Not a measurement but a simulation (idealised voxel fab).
process module | voxel transistor to metal
cross-section cut | 195 nm wide | cells 5 nm
A cross-section is a grid of square cells, given in bands from the top down. A band is one or more rows of cells.
Each band's line starts with the height of the band's top and of its bottom, in nm. Then come its materials from left to right, each with its width in nm. One material with "throughout" fills the band from edge to edge. "air" is empty space.
Height 0 is the level under which the wafer as received is all one material. The lowest band goes on downwards, as in "0 down".
A width such as "30 to 40" changes by the same amount from each row of cells to the next, from the band's top row to its bottom row.
"no change" after a step means that no cell of the cross-section changed.
closed voids: empty space of 8 cells or more with no open way to the top, each as width x height at its distance from the left edge, in nm
after a step's settings: what the simulator itself notes on the step
overlay nm, on a step with a mask: how far to the right of its planned place the mask lay; to the left if negative
plan
1 op RECEIVE | material Si
2 op OXIDIZE | depth nm 5
3 op CONFORMAL_DEP | material SiN | thk nm 10
4 op MASKED_ETCH | tone cover | mask id ACTIVE | width nm 115 | etch materials SiN | depth nm 10 | overlay nm 0
5 op MASKED_ETCH | tone cover | mask id ACTIVE | width nm 115 | etch materials SiO2 | depth nm 5 | overlay nm 0
6 op MASKED_ETCH | tone cover | mask id ACTIVE | width nm 115 | etch materials Si | depth nm 35 | overlay nm 0
7 op FILL_DEP | material SiO2 | thk nm 10
8 op CMP | height nm 10
9 op SELECTIVE_ETCH | etch materials SiO2 | depth nm 10
10 op STRIP | etch materials SiN
11 op SELECTIVE_ETCH | etch materials SiO2 | depth nm 5
12 op OXIDIZE | depth nm 5
13 op DIRECTIONAL_DEP | material polySi | thk nm 30
14 op DIRECTIONAL_DEP | material SiCN | thk nm 15
15 op DIRECTIONAL_DEP | material aC | thk nm 10
16 op PATTERN | tone cover | mask id GATE | material resist | width nm 25 | thk nm 30 | overlay nm 0
17 op DIRECTIONAL_ETCH | etch materials aC | depth nm 10
18 op STRIP | etch materials resist
19 op DIRECTIONAL_ETCH | etch materials SiCN | depth nm 25
20 op DIRECTIONAL_ETCH | etch materials polySi | depth nm 40
21 op STRIP | etch materials aC
22 op CONFORMAL_DEP | material SiO2 | thk nm 5
23 op DIRECTIONAL_ETCH | etch materials SiO2 | depth nm 5
24 op CONFORMAL_DEP | material SiN | thk nm 5
25 op DIRECTIONAL_ETCH | etch materials SiN | depth nm 5
26 op DIRECTIONAL_ETCH | etch materials SiO2 | depth nm 5
27 op EPI | material nSi | thk nm 5
28 op FILL_DEP | material SiO2 | thk nm 10
29 op CMP | height nm 40
30 op DIRECTIONAL_DEP | material SiO2 | thk nm 10
31 op PATTERN | tone open | mask id CONTACT | material resist | width nm 15 | pitch nm 80 | thk nm 15 | overlay nm 0
32 op DIRECTIONAL_ETCH | etch materials SiO2 | depth nm 55
33 op STRIP | etch materials resist
34 op CONFORMAL_DEP | material TiN | thk nm 5
35 op FILL_DEP | material Ru | thk nm 10
36 op CMP | height nm 50
37 op CONFORMAL_DEP | material SiN | thk nm 5
38 op DIRECTIONAL_DEP | material SiO2 | thk nm 20
39 op DIRECTIONAL_DEP | material aC | thk nm 15
40 op PATTERN | tone open | mask id METAL_1 | material resist | width nm 15 | pitch nm 80 | thk nm 35 | overlay nm 0
41 op DIRECTIONAL_ETCH | etch materials aC | depth nm 15
42 op STRIP | etch materials resist
43 op DIRECTIONAL_ETCH | etch materials SiO2 | depth nm 20
44 op DIRECTIONAL_ETCH | etch materials SiN | depth nm 5
45 op STRIP | etch materials aC
46 op CONFORMAL_DEP | material TiN | thk nm 5
47 op FILL_DEP | material Cu | thk nm 10
48 op CMP | height nm 75
49 op CONFORMAL_DEP | material SiCN | thk nm 5
as received, after step 1
  0 down: Si throughout
  closed voids: none
a wafer at the end: this start, this plan, one mistake
  95 to 90: SiCN throughout
  90 to 80: Cu throughout
  80 to 75: TiN 55 | Cu 5 | TiN 75 | Cu 5 | TiN 55
  75 to 55: SiO2 50 | TiN 5 | Cu 5 | TiN 5 | SiO2 65 | TiN 5 | Cu 5 | TiN 5 | SiO2 50
  55 to 50: SiN 50 | TiN 15 | SiN 65 | TiN 15 | SiN 50
  50 to 40: SiO2 50 | TiN 5 | Ru 5 | TiN 5 | SiO2 65 | TiN 5 | Ru 5 | TiN 5 | SiO2 50
  40 to 25: SiO2 50 | TiN 5 | Ru 5 | TiN 5 | SiO2 10 | SiN 5 | SiO2 5 | SiCN 25 | SiO2 5 | SiN 5 | SiO2 10 | TiN 5 | Ru 5 | TiN 5 | SiO2 50
  25 to 0: SiO2 50 | TiN 5 | Ru 5 | TiN 5 | SiO2 10 | SiN 5 | SiO2 5 | polySi 25 | SiO2 5 | SiN 5 | SiO2 10 | TiN 5 | Ru 5 | TiN 5 | SiO2 50
  0 to -5: SiO2 50 | TiN 15 | SiO2 10 | SiN 5 | SiO2 5 | polySi 25 | SiO2 5 | SiN 5 | SiO2 10 | TiN 15 | SiO2 50
  -5 to -10: SiO2 35 | nSi 40 | SiO2 45 | nSi 40 | SiO2 35
  -10 to -40: SiO2 40 | Si 115 | SiO2 40
  -40 down: Si throughout
  closed voids: none
what went wrong: step 48 was left out
